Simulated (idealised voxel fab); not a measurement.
process module | voxel self aligned vias
cross-section cut | 245 nm wide | cells 5 nm
A cross-section is a grid of square cells, given in bands from the top down. A band is one or more rows of cells.
Each band's line starts with the height of the band's top and of its bottom, in nm. Then come its materials from left to right, each with its width in nm. One material with "throughout" fills the band from edge to edge. "air" is empty space.
Height 0 is the level under which the wafer as received is all one material. The lowest band goes on downwards, as in "0 down".
A width such as "30 to 40" changes by the same amount from each row of cells to the next, from the band's top row to its bottom row.
"no change" after a step means that no cell of the cross-section changed.
closed voids: empty space of 8 cells or more with no open way to the top, each as width x height at its distance from the left edge, in nm
after a step's settings: what the simulator itself notes on the step
overlay nm, on a step with a mask: how far to the right of its planned place the mask lay; to the left if negative
plan
1 op RECEIVE | material Si
2 op CONFORMAL_DEP | material SiO2 | thk nm 15
3 op CONFORMAL_DEP | material SiCN | thk nm 5
4 op DIRECTIONAL_DEP | material SiO2 | thk nm 25
5 op MASKED_ETCH | tone open | mask id LINES | width nm 30 | pitch nm 65 | etch materials SiO2 | depth nm 25 | overlay nm 0
6 op CONFORMAL_DEP | material TiN | thk nm 5
7 op FILL_DEP | material W | thk nm 10
8 op CMP | height nm 45
9 op SELECTIVE_ETCH | etch materials W Ru TiN | depth nm 5
10 op FILL_DEP | material SiN | thk nm 5
11 op CMP | height nm 45
12 op DIRECTIONAL_DEP | material SiO2 | thk nm 15
13 op MASKED_ETCH | tone open | mask id VIAS | width nm 50 | pitch nm 65 | etch materials SiO2 | depth nm 15 | overlay nm 0
14 op MASKED_ETCH | tone open | mask id VIAS | width nm 50 | pitch nm 65 | etch materials SiN | depth nm 5 | overlay nm 0
15 op CONFORMAL_DEP | material TiN | thk nm 5
16 op FILL_DEP | material W | thk nm 5
17 op CMP | height nm 60
18 op CONFORMAL_DEP | material SiCN | thk nm 5
first wafer, as planned
as received, after step 1
  0 down: Si throughout
  closed voids: none
after step 2
  15 to 0: SiO2 throughout
  below 0: unchanged
after step 3
  20 to 15: SiCN throughout
  below 15: unchanged
after step 4
  45 to 20: SiO2 throughout
  below 20: unchanged
after step 5
  45 to 20: SiO2 40 | air 30 | SiO2 35 | air 30 | SiO2 35 | air 30 | SiO2 45
  below 20: unchanged
after step 6
  50 to 45: TiN 45 | air 20 | TiN 45 | air 20 | TiN 45 | air 20 | TiN 50
  45 to 25: SiO2 40 | TiN 5 | air 20 | TiN 5 | SiO2 35 | TiN 5 | air 20 | TiN 5 | SiO2 35 | TiN 5 | air 20 | TiN 5 | SiO2 45
  25 to 20: SiO2 40 | TiN 30 | SiO2 35 | TiN 30 | SiO2 35 | TiN 30 | SiO2 45
  below 20: unchanged
after step 7
  60 to 50: W throughout
  50 to 45: TiN 45 | W 20 | TiN 45 | W 20 | TiN 45 | W 20 | TiN 50
  45 to 25: SiO2 40 | TiN 5 | W 20 | TiN 5 | SiO2 35 | TiN 5 | W 20 | TiN 5 | SiO2 35 | TiN 5 | W 20 | TiN 5 | SiO2 45
  below 25: unchanged
after step 8
  45 to 25: SiO2 40 | TiN 5 | W 20 | TiN 5 | SiO2 35 | TiN 5 | W 20 | TiN 5 | SiO2 35 | TiN 5 | W 20 | TiN 5 | SiO2 45
  below 25: unchanged
after step 9
  45 to 40: SiO2 40 | air 30 | SiO2 35 | air 30 | SiO2 35 | air 30 | SiO2 45
  below 40: unchanged
after step 10
  50 to 45: SiN throughout
  45 to 40: SiO2 40 | SiN 30 | SiO2 35 | SiN 30 | SiO2 35 | SiN 30 | SiO2 45
  below 40: unchanged
after step 11
  45 to 40: SiO2 40 | SiN 30 | SiO2 35 | SiN 30 | SiO2 35 | SiN 30 | SiO2 45
  below 40: unchanged
after step 12
  60 to 45: SiO2 throughout
  below 45: unchanged
after step 13
  60 to 45: SiO2 30 | air 50 | SiO2 15 | air 50 | SiO2 15 | air 50 | SiO2 35
  below 45: unchanged
after step 14
  60 to 45: SiO2 30 | air 50 | SiO2 15 | air 50 | SiO2 15 | air 50 | SiO2 35
  45 to 40: SiO2 40 | air 30 | SiO2 35 | air 30 | SiO2 35 | air 30 | SiO2 45
  below 40: unchanged
after step 15
  65 to 60: TiN 35 | air 40 | TiN 25 | air 40 | TiN 25 | air 40 | TiN 40
  60 to 50: SiO2 30 | TiN 5 | air 40 | TiN 5 | SiO2 15 | TiN 5 | air 40 | TiN 5 | SiO2 15 | TiN 5 | air 40 | TiN 5 | SiO2 35
  50 to 45: SiO2 30 | TiN 15 | air 20 | TiN 15 | SiO2 15 | TiN 15 | air 20 | TiN 15 | SiO2 15 | TiN 15 | air 20 | TiN 15 | SiO2 35
  45 to 40: SiO2 40 | TiN 30 | SiO2 35 | TiN 30 | SiO2 35 | TiN 30 | SiO2 45
  below 40: unchanged
after step 16
  70 to 65: W throughout
  65 to 60: TiN 35 | W 40 | TiN 25 | W 40 | TiN 25 | W 40 | TiN 40
  60 to 50: SiO2 30 | TiN 5 | W 40 | TiN 5 | SiO2 15 | TiN 5 | W 40 | TiN 5 | SiO2 15 | TiN 5 | W 40 | TiN 5 | SiO2 35
  50 to 45: SiO2 30 | TiN 15 | W 20 | TiN 15 | SiO2 15 | TiN 15 | W 20 | TiN 15 | SiO2 15 | TiN 15 | W 20 | TiN 15 | SiO2 35
  below 45: unchanged
after step 17
  60 to 50: SiO2 30 | TiN 5 | W 40 | TiN 5 | SiO2 15 | TiN 5 | W 40 | TiN 5 | SiO2 15 | TiN 5 | W 40 | TiN 5 | SiO2 35
  below 50: unchanged
after step 18
  65 to 60: SiCN throughout
  below 60: unchanged
second wafer: like start, like plan, one mistake. Through step 4 it matches the first wafer
when step 5 should have ended
  45 to 20: air 40 | SiO2 30 | air 35 | SiO2 30 | air 35 | SiO2 30 | air 45
  below 20: unchanged
when step 6 should have ended
  50 to 45: air 35 | TiN 40 | air 25 | TiN 40 | air 25 | TiN 40 | air 40
  45 to 25: air 35 | TiN 5 | SiO2 30 | TiN 5 | air 25 | TiN 5 | SiO2 30 | TiN 5 | air 25 | TiN 5 | SiO2 30 | TiN 5 | air 40
  25 to 20: TiN 40 | SiO2 30 | TiN 35 | SiO2 30 | TiN 35 | SiO2 30 | TiN 45
  below 20: unchanged
when step 7 should have ended
  60 to 50: W throughout
  50 to 45: W 35 | TiN 40 | W 25 | TiN 40 | W 25 | TiN 40 | W 40
  45 to 25: W 35 | TiN 5 | SiO2 30 | TiN 5 | W 25 | TiN 5 | SiO2 30 | TiN 5 | W 25 | TiN 5 | SiO2 30 | TiN 5 | W 40
  below 25: unchanged
when step 8 should have ended
  45 to 25: W 35 | TiN 5 | SiO2 30 | TiN 5 | W 25 | TiN 5 | SiO2 30 | TiN 5 | W 25 | TiN 5 | SiO2 30 | TiN 5 | W 40
  below 25: unchanged
when step 9 should have ended
  45 to 40: air 40 | SiO2 30 | air 35 | SiO2 30 | air 35 | SiO2 30 | air 45
  below 40: unchanged
when step 10 should have ended
  50 to 45: SiN throughout
  45 to 40: SiN 40 | SiO2 30 | SiN 35 | SiO2 30 | SiN 35 | SiO2 30 | SiN 45
  below 40: unchanged
when step 11 should have ended
  45 to 40: SiN 40 | SiO2 30 | SiN 35 | SiO2 30 | SiN 35 | SiO2 30 | SiN 45
  below 40: unchanged
when step 12 should have ended
  60 to 45: SiO2 throughout
  below 45: unchanged
when step 13 should have ended
  60 to 45: SiO2 30 | air 50 | SiO2 15 | air 50 | SiO2 15 | air 50 | SiO2 35
  below 45: unchanged
when step 14 should have ended
  60 to 45: SiO2 30 | air 50 | SiO2 15 | air 50 | SiO2 15 | air 50 | SiO2 35
  45 to 40: SiN 30 | air 10 | SiO2 30 | air 10 | SiN 15 | air 10 | SiO2 30 | air 10 | SiN 15 | air 10 | SiO2 30 | air 10 | SiN 35
  below 40: unchanged
when step 15 should have ended
  65 to 60: TiN 35 | air 40 | TiN 25 | air 40 | TiN 25 | air 40 | TiN 40
  60 to 50: SiO2 30 | TiN 5 | air 40 | TiN 5 | SiO2 15 | TiN 5 | air 40 | TiN 5 | SiO2 15 | TiN 5 | air 40 | TiN 5 | SiO2 35
  50 to 45: SiO2 30 | TiN 50 | SiO2 15 | TiN 50 | SiO2 15 | TiN 50 | SiO2 35
  45 to 40: SiN 30 | TiN 10 | SiO2 30 | TiN 10 | SiN 15 | TiN 10 | SiO2 30 | TiN 10 | SiN 15 | TiN 10 | SiO2 30 | TiN 10 | SiN 35
  below 40: unchanged
when step 16 should have ended
  70 to 65: W throughout
  65 to 60: TiN 35 | W 40 | TiN 25 | W 40 | TiN 25 | W 40 | TiN 40
  60 to 50: SiO2 30 | TiN 5 | W 40 | TiN 5 | SiO2 15 | TiN 5 | W 40 | TiN 5 | SiO2 15 | TiN 5 | W 40 | TiN 5 | SiO2 35
  below 50: unchanged
when step 17 should have ended
  60 to 50: SiO2 30 | TiN 5 | W 40 | TiN 5 | SiO2 15 | TiN 5 | W 40 | TiN 5 | SiO2 15 | TiN 5 | W 40 | TiN 5 | SiO2 35
  below 50: unchanged
when step 18 should have ended
  65 to 60: SiCN throughout
  below 60: unchanged
what went wrong: step 5 ran as: op MASKED_ETCH | tone cover | mask id LINES | width nm 30 | pitch nm 65 | etch materials SiO2 | depth nm 25 | overlay nm 0
at the end the second wafer has, in cells: 19 more of SiN | 65 fewer of SiO2 | 19 more of TiN | 27 more of W
